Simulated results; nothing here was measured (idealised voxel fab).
voxel quadruple lines: a process module
FYI the section here is cut, 170 nm wide, cells are 5 nm squares.
Cross-section layout: square cells on a grid; listed as bands, top to bottom; a band spans one or more cell rows.
Read a band's entry like this: the first values are the height of its top and the height of its bottom in nm, and what follows is the sequence of materials from left to right, each with its width in nm. Note that "blank" is empty space, and that a single material marked "throughout" reaches across the band from edge to edge.
Heights from 0 (as-received wafer is one material below). Bottom band endless downward, as "0..down".
The width entry "30..40" should be interpreted row by row: the top row of cells in the band takes the first number, the bottom row takes the second number, and the change between adjacent rows is uniform throughout.
"no alteration" after a step means that no cell of the cross-section changed.
Closed-off voids of 8+ cells (no open route to the top) go in "Sealed voids", written width x height at distance from the left edge, in nm.
Note: text after step settings on the step line = simulator remark on that step.
A step line may carry the setting "overlay nm", which, for steps involving a mask, states the distance by which the mask lay to the right of its intended position; negative values denote displacement to the left.
HERE'S WHAT THE PLANNED PROCESS STEPS LOOK LIKE
- 1: RECEIVE [material Si]
- 2: CONFORMAL_DEP [material Al2O3] [thk nm 5]
- 3: DIRECTIONAL_DEP [material W] [thk nm 10]
- 4: DIRECTIONAL_DEP [material polySi] [thk nm 15]
- 5: DIRECTIONAL_DEP [material aC] [thk nm 20]
- 6: PATTERN [tone cover] [mask id MANDREL] [material resist] [width nm 20] [pitch nm 60] [thk nm 30] [overlay nm 0]
- 7: DIRECTIONAL_ETCH [etch materials aC] [depth nm 20]
- 8: STRIP [etch materials resist]
- 9: CONFORMAL_DEP [material SiO2] [thk nm 10]
- 10: DIRECTIONAL_ETCH [etch materials SiO2] [depth nm 10]
- 11: STRIP [etch materials aC]
- 12: DIRECTIONAL_ETCH [etch materials polySi] [depth nm 15]
- 13: STRIP [etch materials SiO2]
- 14: CONFORMAL_DEP [material SiCN] [thk nm 5]
- 15: DIRECTIONAL_ETCH [etch materials SiCN] [depth nm 5]
- 16: STRIP [etch materials polySi]
- 17: DIRECTIONAL_ETCH [etch materials W] [depth nm 10]
- 18: STRIP [etch materials SiCN]
- 19: FILL_DEP [material SiO2] [thk nm 10]
- 20: CMP [height nm 15]
CROSS-SECTION OF THE INCOMING WAFER, STATE AFTER STEP 1
	0..down: Si throughout
	Sealed voids: none
CROSS-SECTION: FIRST OF TWO WAFERS, MODULE FINISHED, RUN ACCORDING TO PLAN
	15..5: SiO2 (30), W (5), SiO2 (10), W (5), SiO2 (10), W (5), SiO2 (10), W (5), SiO2 (10), W (5), SiO2 (10), W (5), SiO2 (10), W (5), SiO2 (10), W (5), SiO2 (30)
	5..0: Al2O3 throughout
	0..down: Si throughout
	Sealed voids: none
CROSS-SECTION, WAFER TWO OF TWO, END OF MODULE: SAME START AND PLAN AS WAFER ONE, ONE ERROR IN EXECUTION
	15..5: SiO2 (20), W (5), SiO2 (10), W (5), SiO2 (10), W (5), SiO2 (10), W (5), SiO2 (10), W (5), SiO2 (10), W (5), SiO2 (10), W (5), SiO2 (10), W (5), SiO2 (40)
	5..0: Al2O3 throughout
	0..down: Si throughout
	Sealed voids: none
Diagnosis: the process deviated at step 6: the operation and settings actually run there were PATTERN [tone cover] [mask id MANDREL] [material resist] [width nm 20] [pitch nm 60] [thk nm 30] [overlay nm -10]
End check, second vs first wafer: material counts in cells match, positions do not.
